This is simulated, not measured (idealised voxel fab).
Process module name: voxel trench capacitor
Cross-sectional view cut (width: 180 nm; square cell size: 5 nm).
Just so we're on the same page, the cross-sections are grids of square cells, and they're listed out in bands top to bottom, each band one or more rows deep.
What a band's entry tells you: where the top is and where the bottom is, as heights in nm, and after that what lies inside, material by material from left to right, each with its width in nm. Empty space is written as the word "air", and a single material marked with the word "full width" occupies the band from edge to edge.
Heights are expressed relative to 0, this being the level below which the as-received wafer comprises one material exclusively. The lowest band is unbounded in the downward direction and is denoted as in "0 and below".
Read "30 to 40" as a graded width: first number on top, second number at the bottom, same change between each pair of neighbouring rows.
What does "nothing changed" mean for a step? It means no cell of the cross-section changed in that step.
What "Enclosed void list" gives you is every empty space of 8 cells or more that is cut off from the top. Each appears as width x height at distance, with the distance taken from the left edge and width, height and distance all in nm.
Whatever follows a step's settings on its line is a remark the simulator itself makes about that step.
Each step line may optionally specify "overlay nm", which for a step with a mask gives the rightward distance between the mask's planned place and where it lay, a negative value indicating the leftward direction.

## Process steps - plan
1. op RECEIVE | material Si
2. op CONFORMAL_DEP | material SiN | thk nm 10
3. op DIRECTIONAL_DEP | material aC | thk nm 10
4. op PATTERN | tone open | mask id TRENCH | material resist | width nm 25 | pitch nm 55 | thk nm 25 | overlay nm 0
5. op DIRECTIONAL_ETCH | etch materials aC | depth nm 10
6. op STRIP | etch materials resist
7. op DIRECTIONAL_ETCH | etch materials SiN | depth nm 10
8. op DIRECTIONAL_ETCH | etch materials Si | depth nm 40
9. op STRIP | etch materials aC
10. op CONFORMAL_DEP | material SiO2 | thk nm 5
11. op FILL_DEP | material polySi | thk nm 10
12. op CMP | height nm 10

## First of two wafers - as planned

## Incoming wafer, cross-sectional view, post step 1
  0 and below = Si full width
  Enclosed void list: none

## Cross-section through the wafer, step 2 finished
  10 down to 0 = SiN full width
  Below 0, the layers are the same as they were.

## Cross-section through the wafer, step 3 finished
  20 down to 10 = aC full width
  Below 10, the layers are the same as they were.

## Cross-section through the wafer, step 4 finished
  45 down to 20 = resist=50, then air=25, then resist=30, then air=25, then resist=50
  Below 20, the layers are the same as they were.

## Cross-section through the wafer, step 5 finished
  35 down to 20 = resist=50, then air=25, then resist=30, then air=25, then resist=50
  20 down to 10 = aC=50, then air=25, then aC=30, then air=25, then aC=50
  Below 10, the layers are the same as they were.

## Cross-section through the wafer, step 6 finished
  20 down to 10 = aC=50, then air=25, then aC=30, then air=25, then aC=50
  Below 10, the layers are the same as they were.

## Cross-section through the wafer, step 7 finished
  20 down to 10 = aC=50, then air=25, then aC=30, then air=25, then aC=50
  10 down to 0 = SiN=50, then air=25, then SiN=30, then air=25, then SiN=50
  Below 0, the layers are the same as they were.

## Cross-section through the wafer, step 8 finished
  20 down to 10 = aC=50, then air=25, then aC=30, then air=25, then aC=50
  10 down to 0 = SiN=50, then air=25, then SiN=30, then air=25, then SiN=50
  0 down to -40 = Si=50, then air=25, then Si=30, then air=25, then Si=50
  Below -40, the layers are the same as they were.

## Cross-section through the wafer, step 9 finished
  10 down to 0 = SiN=50, then air=25, then SiN=30, then air=25, then SiN=50
  Below 0, the layers are the same as they were.

## Cross-section through the wafer, step 10 finished
  15 down to 10 = SiO2=55, then air=15, then SiO2=40, then air=15, then SiO2=55
  10 down to 0 = SiN=50, then SiO2=5, then air=15, then SiO2=5, then SiN=30, then SiO2=5, then air=15, then SiO2=5, then SiN=50
  0 down to -35 = Si=50, then SiO2=5, then air=15, then SiO2=5, then Si=30, then SiO2=5, then air=15, then SiO2=5, then Si=50
  -35 down to -40 = Si=50, then SiO2=25, then Si=30, then SiO2=25, then Si=50
  Below -40, the layers are the same as they were.

## Cross-section through the wafer, step 11 finished
  25 down to 15 = polySi full width
  15 down to 10 = SiO2=55, then polySi=15, then SiO2=40, then polySi=15, then SiO2=55
  10 down to 0 = SiN=50, then SiO2=5, then polySi=15, then SiO2=5, then SiN=30, then SiO2=5, then polySi=15, then SiO2=5, then SiN=50
  0 down to -35 = Si=50, then SiO2=5, then polySi=15, then SiO2=5, then Si=30, then SiO2=5, then polySi=15, then SiO2=5, then Si=50
  Below -35, the layers are the same as they were.

## Cross-section through the wafer, step 12 finished
  10 down to 0 = SiN=50, then SiO2=5, then polySi=15, then SiO2=5, then SiN=30, then SiO2=5, then polySi=15, then SiO2=5, then SiN=50
  Below 0, the layers are the same as they were.

## Notes, second wafer: start = first wafer's, plan = first wafer's, execution had one mistake; history identical to first through step 7

## Cross-section of the second wafer at the time by which step 8 should have been completed according to the plan
  10 down to 0 = SiN=50, then air=25, then SiN=30, then air=25, then SiN=50
  Below 0, the layers are the same as they were.

## Cross-section of the second wafer at the time by which step 9 should have been completed according to the plan
  10 down to 0 = SiN=50, then air=25, then SiN=30, then air=25, then SiN=50
  0 down to -40 = Si=50, then air=25, then Si=30, then air=25, then Si=50
  Below -40, the layers are the same as they were.

## Cross-section of the second wafer at the time by which step 10 should have been completed according to the plan
  15 down to 10 = SiO2=55, then air=15, then SiO2=40, then air=15, then SiO2=55
  10 down to 0 = SiN=50, then SiO2=5, then air=15, then SiO2=5, then SiN=30, then SiO2=5, then air=15, then SiO2=5, then SiN=50
  0 down to -35 = Si=50, then SiO2=5, then air=15, then SiO2=5, then Si=30, then SiO2=5, then air=15, then SiO2=5, then Si=50
  -35 down to -40 = Si=50, then SiO2=25, then Si=30, then SiO2=25, then Si=50
  Below -40, the layers are the same as they were.

## Cross-section of the second wafer at the time by which step 11 should have been completed according to the plan
  25 down to 15 = polySi full width
  15 down to 10 = SiO2=55, then polySi=15, then SiO2=40, then polySi=15, then SiO2=55
  10 down to 0 = SiN=50, then SiO2=5, then polySi=15, then SiO2=5, then SiN=30, then SiO2=5, then polySi=15, then SiO2=5, then SiN=50
  0 down to -35 = Si=50, then SiO2=5, then polySi=15, then SiO2=5, then Si=30, then SiO2=5, then polySi=15, then SiO2=5, then Si=50
  Below -35, the layers are the same as they were.

## Cross-section of the second wafer at the time by which step 12 should have been completed according to the plan
  10 down to 0 = SiN=50, then SiO2=5, then polySi=15, then SiO2=5, then SiN=30, then SiO2=5, then polySi=15, then SiO2=5, then SiN=50
  Below 0, the layers are the same as they were.
Diagnosis: the executed order of steps 8 and 9 is the reverse of that specified in the plan, each step having taken the other's position
Since the two wafers finish with cross-sections that are the same, nothing this model computes is changed by the mistake.
